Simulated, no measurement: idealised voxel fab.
Title: Process Module voxel spacer lines
This is section cut - it's 250 nm across, gridded in 5 nm square cells.
Heads up, the way a cross-section reads in here is a grid of square cells, handed over as bands from the top down, with every band being one or more rows of cells. It is stipulated that each band's entry specify, in nanometres, the height of the top of the band and then that of its bottom, followed by the materials of the band in left-to-right sequence, each together with its width in nanometres. A single material marked by the word "full width" is understood to fill the band from edge to edge; the word "empty" is understood to denote empty space. We count height from 0. Below that, the starting wafer is all one material. The lowest band never ends at the bottom but goes on down; see "0 nm and below" for how that is written. Graded width ("30..40"): value in top row of band = first number; value in bottom row = second number; row-to-row change constant. Take "no alterations made" at face value: in the step it is given for, the cross-section changed in none of its cells. The list in "Cavities, sealed" covers empty spaces of 8 cells or more that cannot reach the top through any open way, and it gives each as width x height at distance; the distance is from the left edge, and width, height and distance are in nm. On a step's line, text after the settings is the simulator commenting on that step. The setting "overlay nm" may be written on the line of a step. When the step uses a mask, the value reports how far to the right of the planned place the mask lay, and a negative value reports that it lay to the left.

# The planned process steps are enumerated hereunder
step 1: RECEIVE: material Si
step 2: CONFORMAL_DEP: material Al2O3, thk nm 5
step 3: DIRECTIONAL_DEP: material SiN, thk nm 10
step 4: DIRECTIONAL_DEP: material aC, thk nm 20
step 5: PATTERN: tone cover, mask id MANDREL, material resist, width nm 15, pitch nm 50, thk nm 30, overlay nm -15
step 6: DIRECTIONAL_ETCH: etch materials aC, depth nm 20
step 7: STRIP: etch materials resist
step 8: CONFORMAL_DEP: material SiO2, thk nm 10
step 9: DIRECTIONAL_ETCH: etch materials SiO2, depth nm 10
step 10: STRIP: etch materials aC
step 11: DIRECTIONAL_ETCH: etch materials SiN, depth nm 10
step 12: STRIP: etch materials SiO2
step 13: FILL_DEP: material SiO2, thk nm 10
step 14: CMP: height nm 15
It is noted that the wafers described herein are identical at the outset and are distinguished by the overlay nm of step 5; the value stated in the plan corresponds to the first wafer.

# After step 1, as received: first of several wafers, cross-section
    0 nm and below | Si full width
    Cavities, sealed: none

# The following table contains a row per wafer, in which are reported, at the conclusion of the module, the cells of each material gained (+) or lost (-) since the wafer's receipt, with its closed voids given thereafter
overlay nm -15, +50 Al2O3, +24 SiN, +76 SiO2, Cavities, sealed: none
overlay nm -10, +50 Al2O3, +24 SiN, +76 SiO2, Cavities, sealed: none
overlay nm -5, +50 Al2O3, +24 SiN, +76 SiO2, Cavities, sealed: none
overlay nm 0, +50 Al2O3, +24 SiN, +76 SiO2, Cavities, sealed: none
overlay nm 5, +50 Al2O3, +24 SiN, +76 SiO2, Cavities, sealed: none
overlay nm 10, +50 Al2O3, +24 SiN, +76 SiO2, Cavities, sealed: none
overlay nm 15, +50 Al2O3, +24 SiN, +76 SiO2, Cavities, sealed: none
